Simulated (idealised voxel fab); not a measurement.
process module | voxel ribs on slabs
cross-section cut | 220 nm wide | cells 5 nm
A cross-section is a grid of square cells, given in bands from the top down. A band is one or more rows of cells.
Each band's line starts with the height of the band's top and of its bottom, in nm. Then come its materials from left to right, each with its width in nm. One material with "throughout" fills the band from edge to edge. "air" is empty space.
Height 0 is the level under which the wafer as received is all one material. The lowest band goes on downwards, as in "0 down".
A width such as "30 to 40" changes by the same amount from each row of cells to the next, from the band's top row to its bottom row.
"no change" after a step means that no cell of the cross-section changed.
closed voids: empty space of 8 cells or more with no open way to the top, each as width x height at its distance from the left edge, in nm
after a step's settings: what the simulator itself notes on the step
overlay nm, on a step with a mask: how far to the right of its planned place the mask lay; to the left if negative
plan
1 op RECEIVE | material Si
2 op DIRECTIONAL_DEP | material SiO2 | thk nm 30
3 op DIRECTIONAL_DEP | material polySi | thk nm 15
4 op PATTERN | tone cover | mask id RIB | material resist | width nm 20 | thk nm 15 | overlay nm 0
5 op DIRECTIONAL_ETCH | etch materials polySi | depth nm 10
6 op STRIP | etch materials resist
7 op MASKED_ETCH | tone cover | mask id SLAB | width nm 70 | etch materials polySi | depth nm 5 | overlay nm 0
8 op FILL_DEP | material SiO2 | thk nm 15
9 op CMP | height nm 55
10 op DIRECTIONAL_DEP | material TiN | thk nm 5
11 op DIRECTIONAL_DEP | material aC | thk nm 15
12 op PATTERN | tone cover | mask id HEATER | material resist | width nm 30 | thk nm 35 | overlay nm 0
13 op DIRECTIONAL_ETCH | etch materials aC | depth nm 15
14 op STRIP | etch materials resist
15 op DIRECTIONAL_ETCH | etch materials TiN | depth nm 5
16 op STRIP | etch materials aC
17 op CONFORMAL_DEP | material SiO2 | thk nm 5
first wafer, as planned
as received, after step 1
  0 down: Si throughout
  closed voids: none
after step 2
  30 to 0: SiO2 throughout
  below 0: unchanged
after step 3
  45 to 30: polySi throughout
  below 30: unchanged
after step 4
  60 to 45: air 100 | resist 20 | air 100
  below 45: unchanged
after step 5
  60 to 45: air 100 | resist 20 | air 100
  45 to 35: air 100 | polySi 20 | air 100
  below 35: unchanged
after step 6
  45 to 35: air 100 | polySi 20 | air 100
  below 35: unchanged
after step 7
  45 to 35: air 100 | polySi 20 | air 100
  35 to 30: air 75 | polySi 70 | air 75
  below 30: unchanged
after step 8
  60 to 45: SiO2 throughout
  45 to 35: SiO2 100 | polySi 20 | SiO2 100
  35 to 30: SiO2 75 | polySi 70 | SiO2 75
  below 30: unchanged
after step 9
  55 to 45: SiO2 throughout
  below 45: unchanged
after step 10
  60 to 55: TiN throughout
  below 55: unchanged
after step 11
  75 to 60: aC throughout
  below 60: unchanged
after step 12
  110 to 75: air 95 | resist 30 | air 95
  below 75: unchanged
after step 13
  95 to 75: air 95 | resist 30 | air 95
  75 to 60: air 95 | aC 30 | air 95
  below 60: unchanged
after step 14
  75 to 60: air 95 | aC 30 | air 95
  below 60: unchanged
after step 15
  75 to 60: air 95 | aC 30 | air 95
  60 to 55: air 95 | TiN 30 | air 95
  below 55: unchanged
after step 16
  60 to 55: air 95 | TiN 30 | air 95
  below 55: unchanged
after step 17
  65 to 60: air 90 | SiO2 40 | air 90
  60 to 55: SiO2 95 | TiN 30 | SiO2 95
  below 55: unchanged
second wafer: like start, like plan, one mistake. Through step 1 it matches the first wafer
when step 2 should have ended
  15 to 0: polySi throughout
  below 0: unchanged
when step 3 should have ended
  45 to 15: SiO2 throughout
  below 15: unchanged
when step 4 should have ended
  60 to 45: air 100 | resist 20 | air 100
  below 45: unchanged
when step 5 should have ended: no change
when step 6 should have ended
  45 to 15: SiO2 throughout
  below 15: unchanged
when step 7 should have ended: no change
when step 8 should have ended
  60 to 15: SiO2 throughout
  below 15: unchanged
when step 9 should have ended
  55 to 15: SiO2 throughout
  below 15: unchanged
when step 10 should have ended
  60 to 55: TiN throughout
  below 55: unchanged
when step 11 should have ended
  75 to 60: aC throughout
  below 60: unchanged
when step 12 should have ended
  110 to 75: air 95 | resist 30 | air 95
  below 75: unchanged
when step 13 should have ended
  95 to 75: air 95 | resist 30 | air 95
  75 to 60: air 95 | aC 30 | air 95
  below 60: unchanged
when step 14 should have ended
  75 to 60: air 95 | aC 30 | air 95
  below 60: unchanged
when step 15 should have ended
  75 to 60: air 95 | aC 30 | air 95
  60 to 55: air 95 | TiN 30 | air 95
  below 55: unchanged
when step 16 should have ended
  60 to 55: air 95 | TiN 30 | air 95
  below 55: unchanged
when step 17 should have ended
  65 to 60: air 90 | SiO2 40 | air 90
  60 to 55: SiO2 95 | TiN 30 | SiO2 95
  below 55: unchanged
what went wrong: steps 2 and 3 were swapped
at the end the second wafer has, in cells: 110 fewer of SiO2 | 110 more of polySi
